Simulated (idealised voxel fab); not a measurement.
Presented below is a process module, voxel capacitor over wiring.
For reference, the cross-section in this document is cut, with width 165 nm and square cells of 5 nm.
Bands, listed from the top down, are how a cross-section gets written in this document; the cross-section itself is a grid of square cells, and a band is one or more rows of them. Top height, bottom height, nm. Materials left to right, width each, nm. Single material + "edge to edge" = fills band edge to edge. "air" = empty. Heights are reckoned from 0. Under this level, the received wafer is all of one material. The bottommost band is open-ended downward, for example "0 and below". When a width is written as two numbers, as in "30 to 40", the first number is the width in the top row of cells of the band and the second is the width in its bottom row, and the width changes by the same amount from each row to the next. Step note "nothing altered" = no cross-section cell changed. "Enclosed void listing" - sealed voids, min. 8 cells, no opening to top; format: width x height at distance (distance from left edge; nm throughout). Step line, after settings: the simulator's comment on this step. The "overlay nm" setting may appear on a step's line; for a step that uses a mask, it gives how far to the right of its planned position the mask lay, and a negative value indicates the left.
These are the steps we planned for the process:
1: RECEIVE with material Si
2: CONFORMAL_DEP with material SiO2, thk nm 10
3: DIRECTIONAL_DEP with material TiN, thk nm 5
4: DIRECTIONAL_DEP with material W, thk nm 15
5: MASKED_ETCH with tone cover, mask id METAL_1, width nm 30, pitch nm 95, etch materials W, depth nm 15, overlay nm 0
6: MASKED_ETCH with tone cover, mask id METAL_1, width nm 30, pitch nm 95, etch materials TiN, depth nm 5, overlay nm 0
7: FILL_DEP with material lowk, thk nm 10
8: CMP with height nm 30
9: CONFORMAL_DEP with material SiCN, thk nm 5
10: DIRECTIONAL_DEP with material SiO2, thk nm 20
11: PATTERN with tone open, mask id PLUG_1, material resist, width nm 15, thk nm 15, overlay nm 0
12: DIRECTIONAL_ETCH with etch materials SiO2, depth nm 20
13: DIRECTIONAL_ETCH with etch materials SiCN, depth nm 5
14: STRIP with etch materials resist
15: CONFORMAL_DEP with material TiN, thk nm 5
16: FILL_DEP with material W, thk nm 5
17: CMP with height nm 55
18: DIRECTIONAL_DEP with material TiN, thk nm 10
19: DIRECTIONAL_DEP with material SiN, thk nm 5
20: DIRECTIONAL_DEP with material TiN, thk nm 5
21: DIRECTIONAL_DEP with material aC, thk nm 10
22: PATTERN with tone cover, mask id UPPER_PLATE, material resist, width nm 70, thk nm 30, overlay nm 0
23: DIRECTIONAL_ETCH with etch materials aC, depth nm 10
24: STRIP with etch materials resist
25: DIRECTIONAL_ETCH with etch materials TiN, depth nm 5
26: DIRECTIONAL_ETCH with etch materials SiN, depth nm 5
27: STRIP with etch materials aC
28: PATTERN with tone cover, mask id LOWER_PLATE, material resist, width nm 80, thk nm 15, overlay nm 0
29: DIRECTIONAL_ETCH with etch materials TiN, depth nm 10
30: STRIP with etch materials resist
31: FILL_DEP with material SiO2, thk nm 20
32: CMP with height nm 90
33: MASKED_ETCH with tone open, mask id PLUG_2, width nm 15, etch materials SiO2, depth nm 15, overlay nm 0
34: CONFORMAL_DEP with material TiN, thk nm 5
35: FILL_DEP with material Ru, thk nm 5
36: CMP with height nm 90
37: CONFORMAL_DEP with material SiN, thk nm 5
Cross-sectional view of the wafer in its as-received condition, corresponding to the state after step 1:
- 0 and below  Si edge to edge
- Enclosed void listing: none
First wafer of two, sectioned at end of module; run went per plan:
- 95 down to 90  SiN edge to edge
- 90 down to 80  45 nm SiO2, then 5 nm TiN, then 5 nm Ru, then 5 nm TiN, then 105 nm SiO2
- 80 down to 70  45 to 35 nm SiO2, then 15 to 70 nm TiN, then 105 to 60 nm SiO2
- 70 down to 65  35 nm SiO2, then 70 nm SiN, then 60 nm SiO2
- 65 down to 55  30 nm SiO2, then 80 nm TiN, then 55 nm SiO2
- 55 down to 35  35 nm SiO2, then 5 nm TiN, then 5 nm W, then 5 nm TiN, then 115 nm SiO2
- 35 down to 30  35 nm SiCN, then 15 nm TiN, then 115 nm SiCN
- 30 down to 15  20 nm lowk, then 30 nm W, then 65 nm lowk, then 30 nm W, then 20 nm lowk
- 15 down to 10  20 nm lowk, then 30 nm TiN, then 65 nm lowk, then 30 nm TiN, then 20 nm lowk
- 10 down to 0  SiO2 edge to edge
- 0 and below  Si edge to edge
- Enclosed void listing: none
Wafer two, end of module, cross-section. Same start, same plan as wafer one. One mistake in the run:
- 95 down to 90  SiN edge to edge
- 90 down to 80  45 nm SiO2, then 5 nm TiN, then 5 nm Ru, then 5 nm TiN, then 105 nm SiO2
- 80 down to 70  45 to 35 nm SiO2, then 15 to 70 nm TiN, then 105 to 60 nm SiO2
- 70 down to 65  35 nm SiO2, then 70 nm SiN, then 60 nm SiO2
- 65 down to 55  30 nm SiO2, then 80 nm TiN, then 55 nm SiO2
- 55 down to 35  35 nm SiO2, then 5 nm TiN, then 5 nm W, then 5 nm TiN, then 115 nm SiO2
- 35 down to 30  35 nm SiCN, then 15 nm TiN, then 115 nm SiCN
- 30 down to 15  25 nm lowk, then 30 nm W, then 65 nm lowk, then 30 nm W, then 15 nm lowk
- 15 down to 10  20 nm lowk, then 35 nm TiN, then 60 nm lowk, then 35 nm TiN, then 15 nm lowk
- 10 down to 0  SiO2 edge to edge
- 0 and below  Si edge to edge
- Enclosed void listing: none
Finding, execution versus plan: step 5 off recipe, ran as MASKED_ETCH with tone cover, mask id METAL_1, width nm 30, pitch nm 95, etch materials W, depth nm 15, overlay nm 5
Bottom line after processing is that, in cells, the second wafer is up or down on some materials versus the first: 2 more of TiN, 2 fewer of lowk
